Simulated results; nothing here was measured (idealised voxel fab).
Process module under the name voxel gate over fins
155 nm wide, 5 nm square cells: that's cross-section cut.
Square cells in a grid make up a cross-section in this document, and the grid is given as bands, listed from the top down, each one or more rows of cells.
Top height, bottom height, nm. Materials left to right, width each, nm. Single material + "edge to edge" = fills band edge to edge. "blank" = empty.
Heads up on the height convention: 0 is the point under which the incoming wafer is all one material, and the lowest band has no bottom, it just keeps going down, like "z 0 and below".
So if you see something like "30 to 40" for the width, read it as the top row of the band sitting at the first number and the bottom row at the second, with every row in between moving by the same amount as the last.
It should be understood that the words "no modifications", when stated for a given step, signify that the cross-section underwent no change in any of its cells during that step.
The label "Closed internal cavities" introduces a list of the empty spaces, 8 cells or larger, that have no open way up to the top; each entry in it reads width x height at distance, where the distance is taken from the left edge and all three are stated in nm.
Note: text after step settings on the step line = simulator remark on that step.
The optional step-line setting "overlay nm" applies to steps with a mask and quantifies how far to the right of its planned location the mask lay, a negative value indicating leftward placement.
Intended process steps
1,op RECEIVE | material Si
2,op CONFORMAL_DEP | material SiN | thk nm 10
3,op MASKED_ETCH | tone cover | mask id FINS | width nm 15 | pitch nm 55 | etch materials SiN | depth nm 10 | overlay nm 0
4,op MASKED_ETCH | tone cover | mask id FINS | width nm 15 | pitch nm 55 | etch materials Si | depth nm 30 | overlay nm 0
5,op FILL_DEP | material SiO2 | thk nm 10
6,op CMP | height nm 10
7,op DIRECTIONAL_DEP | material aC | thk nm 10
8,op PATTERN | tone open | mask id RAIL | material resist | width nm 15 | thk nm 25 | overlay nm 0
9,op DIRECTIONAL_ETCH | etch materials aC | depth nm 10
10,op STRIP | etch materials resist
11,op DIRECTIONAL_ETCH | etch materials SiO2 | depth nm 35
12,op STRIP | etch materials aC
13,op CONFORMAL_DEP | material TiN | thk nm 5
14,op FILL_DEP | material W | thk nm 5
15,op CMP | height nm 10
16,op SELECTIVE_ETCH | etch materials W Ru TiN | depth nm 30
17,op FILL_DEP | material SiO2 | thk nm 5
18,op CMP | height nm 10
19,op SELECTIVE_ETCH | etch materials SiO2 | depth nm 25
20,op STRIP | etch materials SiN
21,op CONFORMAL_DEP | material HfO2 | thk nm 5
22,op CONFORMAL_DEP | material TiN | thk nm 5
23,op FILL_DEP | material W | thk nm 15
24,op CMP | height nm 20
25,op CONFORMAL_DEP | material SiCN | thk nm 10
Cross-section of the incoming wafer, state after step 1
> z 0 and below = Si edge to edge
> Closed internal cavities: none
Final wafer profile in cross-section after the module, from the same start and plan as above, with one mistake made during processing
> z 30 to 20 = SiCN edge to edge
> z 20 to 10 = W edge to edge
> z 10 to 5 = 30 of W, then 35 of HfO2, then 20 of W, then 35 of HfO2, then 35 of W
> z 5 to 0 = 30 of W, then 5 of HfO2, then 25 of TiN, then 5 of HfO2, then 20 of W, then 5 of HfO2, then 25 of TiN, then 5 of HfO2, then 35 of W
> z 0 to -5 = 30 of W, then 5 of HfO2, then 5 of TiN, then 15 of Si, then 5 of TiN, then 5 of HfO2, then 20 of W, then 5 of HfO2, then 5 of TiN, then 15 of Si, then 5 of TiN, then 5 of HfO2, then 35 of W
> z -5 to -10 = 35 of HfO2, then 5 of TiN, then 15 of Si, then 5 of TiN, then 30 of HfO2, then 5 of TiN, then 15 of Si, then 5 of TiN, then 40 of HfO2
> z -10 to -15 = 40 of TiN, then 15 of Si, then 40 of TiN, then 15 of Si, then 45 of TiN
> z -15 to -20 = 40 of SiO2, then 15 of Si, then 40 of SiO2, then 15 of Si, then 45 of SiO2
> z -20 to -25 = 40 of SiO2, then 15 of Si, then 10 of SiO2, then 15 of TiN, then 15 of SiO2, then 15 of Si, then 45 of SiO2
> z -25 to -30 = 40 of SiO2, then 15 of Si, then 40 of SiO2, then 15 of Si, then 45 of SiO2
> z -30 and below = Si edge to edge
> Closed internal cavities: none
What broke from the plan during processing? steps 21 and 22 run out of order (swapped)
